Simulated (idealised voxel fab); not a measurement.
process module | voxel wiring stack
cross-section cut | 185 nm wide | cells 5 nm
A cross-section is a grid of square cells, given in bands from the top down. A band is one or more rows of cells.
Each band's line starts with the height of the band's top and of its bottom, in nm. Then come its materials from left to right, each with its width in nm. One material with "throughout" fills the band from edge to edge. "air" is empty space.
Height 0 is the level under which the wafer as received is all one material. The lowest band goes on downwards, as in "0 down".
A width such as "30 to 40" changes by the same amount from each row of cells to the next, from the band's top row to its bottom row.
"no change" after a step means that no cell of the cross-section changed.
closed voids: empty space of 8 cells or more with no open way to the top, each as width x height at its distance from the left edge, in nm
after a step's settings: what the simulator itself notes on the step
overlay nm, on a step with a mask: how far to the right of its planned place the mask lay; to the left if negative
plan
1 op RECEIVE | material Si
2 op CONFORMAL_DEP | material SiO2 | thk nm 10
3 op CONFORMAL_DEP | material SiN | thk nm 5
4 op DIRECTIONAL_DEP | material SiO2 | thk nm 25
5 op MASKED_ETCH | tone open | mask id METAL_1 | width nm 20 | pitch nm 45 | etch materials SiO2 | depth nm 25 | overlay nm 0
6 op MASKED_ETCH | tone open | mask id METAL_1 | width nm 20 | pitch nm 45 | etch materials SiN | depth nm 5 | overlay nm 0
7 op CONFORMAL_DEP | material TiN | thk nm 5
8 op FILL_DEP | material Cu | thk nm 5
9 op CMP | height nm 40
10 op EPI | material Ru | thk nm 5
11 op FILL_DEP | material SiCN | thk nm 5
12 op DIRECTIONAL_DEP | material lowk | thk nm 30
13 op DIRECTIONAL_DEP | material aC | thk nm 10
14 op PATTERN | tone open | mask id METAL_2_HOLES | material resist | width nm 15 | pitch nm 45 | thk nm 30 | overlay nm 0
15 op DIRECTIONAL_ETCH | etch materials aC | depth nm 10
16 op STRIP | etch materials resist
17 op DIRECTIONAL_ETCH | etch materials lowk | depth nm 30
18 op STRIP | etch materials aC
19 op MASKED_ETCH | tone open | mask id METAL_2 | width nm 20 | pitch nm 45 | etch materials lowk | depth nm 20 | overlay nm 0
20 op MASKED_ETCH | tone open | mask id METAL_2 | width nm 20 | pitch nm 45 | etch materials SiCN | depth nm 5 | overlay nm 0
21 op CONFORMAL_DEP | material TiN | thk nm 5
22 op FILL_DEP | material Cu | thk nm 10
23 op CMP | height nm 80
24 op CONFORMAL_DEP | material SiN | thk nm 5
as received, after step 1
  0 down: Si throughout
  closed voids: none
a wafer at the end: this start, this plan, one mistake
  85 to 80: SiN throughout
  80 to 65: lowk 15 | TiN 5 | Cu 10 | TiN 5 | lowk 25 | TiN 5 | Cu 10 | TiN 5 | lowk 25 | TiN 5 | Cu 10 | TiN 5 | lowk 25 | TiN 5 | Cu 10 | TiN 5 | lowk 15
  65 to 60: lowk 15 | TiN 10 | Cu 5 | TiN 5 | lowk 25 | TiN 10 | Cu 5 | TiN 5 | lowk 25 | TiN 10 | Cu 5 | TiN 5 | lowk 25 | TiN 10 | Cu 5 | TiN 5 | lowk 15
  60 to 50: lowk 20 | TiN 5 | Cu 5 | TiN 5 | lowk 30 | TiN 5 | Cu 5 | TiN 5 | lowk 30 | TiN 5 | Cu 5 | TiN 5 | lowk 30 | TiN 5 | Cu 5 | TiN 5 | lowk 15
  50 to 45: SiCN 20 | TiN 15 | SiCN 30 | TiN 15 | SiCN 30 | TiN 15 | SiCN 30 | TiN 15 | SiCN 15
  45 to 40: SiCN 10 | Ru 30 | SiCN 15 | Ru 30 | SiCN 15 | Ru 30 | SiCN 15 | Ru 30 | SiCN 10
  40 to 15: SiO2 15 | TiN 5 | Cu 10 | TiN 5 | SiO2 25 | TiN 5 | Cu 10 | TiN 5 | SiO2 25 | TiN 5 | Cu 10 | TiN 5 | SiO2 25 | TiN 5 | Cu 10 | TiN 5 | SiO2 15
  15 to 10: SiN 15 | TiN 20 | SiN 25 | TiN 20 | SiN 25 | TiN 20 | SiN 25 | TiN 20 | SiN 15
  10 to 0: SiO2 throughout
  0 down: Si throughout
  closed voids: none
what went wrong: step 14 ran as: op PATTERN | tone open | mask id METAL_2_HOLES | material resist | width nm 15 | pitch nm 45 | thk nm 30 | overlay nm 5
